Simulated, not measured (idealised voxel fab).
Process module, titled voxel ribs on slabs
Each square cell in cross-section cut measures 5 nm, and the section as a whole is 285 nm wide.
This document writes a cross-section as a grid whose cells are square, and gives it as bands, listed from the top down; one or more rows of cells form a band.
The entry gives the band's vertical extent as a top height and a bottom height in nm, then its horizontal make-up as materials from left to right, each with a width in nm. "empty" stands for empty space; a single material marked "throughout" fills the band edge to edge.
The reference from which all heights are counted is 0, the level beneath which the as-received wafer is entirely one material; the lowest band, having no lower bound, proceeds downward and is written after the example "z 0 and below".
Note: "30 to 40" means the width goes from the first number (top row of the band) to the second number (bottom row) in equal steps per row of cells.
The designation "stayed the same", where it is given for a processing step, indicates that no cell of the cross-section was altered in the course of that step.
So "Unvented voids" is basically the list of trapped voids: any empty space of 8 cells or more that can't reach the top through an opening. They're written width x height at distance, the distance being from the left edge, and it's all nm.
Post-settings text on a step line: simulator's own remark regarding the step.
The line of a step may include "overlay nm". On a step with a mask, this value is how far to the right of its planned place the mask lay. A negative value means the mask lay to the left.
### Process steps foreseen in the plan
1. RECEIVE, material Si
2. DIRECTIONAL_DEP, material SiO2, thk nm 20
3. DIRECTIONAL_DEP, material polySi, thk nm 15
4. PATTERN, tone cover, mask id RIB, material resist, width nm 20, thk nm 15, overlay nm 0
5. DIRECTIONAL_ETCH, etch materials polySi, depth nm 5
6. STRIP, etch materials resist
7. MASKED_ETCH, tone cover, mask id SLAB, width nm 60, etch materials polySi, depth nm 10, overlay nm 0
8. FILL_DEP, material SiO2, thk nm 20
9. CMP, height nm 50
10. DIRECTIONAL_DEP, material TiN, thk nm 5
11. PATTERN, tone cover, mask id HEATER, material resist, width nm 30, thk nm 20, overlay nm 0
12. DIRECTIONAL_ETCH, etch materials TiN, depth nm 5
13. STRIP, etch materials resist
14. CONFORMAL_DEP, material SiN, thk nm 10
### Wafer at receipt (post step 1), cross-section
z 0 and below  Si throughout
Unvented voids: none
### What the wafer looks like in cross-section after this module, when it starts as shown above and follows the plan above but one mistake is made in running it
z 55 to 50  empty 125, then TiN 30, then empty 130
z 50 to 35  SiO2 throughout
z 35 to 30  SiO2 130, then polySi 20, then SiO2 135
z 30 to 20  SiO2 110, then polySi 60, then SiO2 115
z 20 to 0  SiO2 throughout
z 0 and below  Si throughout
Unvented voids: none
Which mistake was made when the wafer was run? step 14 of the plan was jumped over and never run
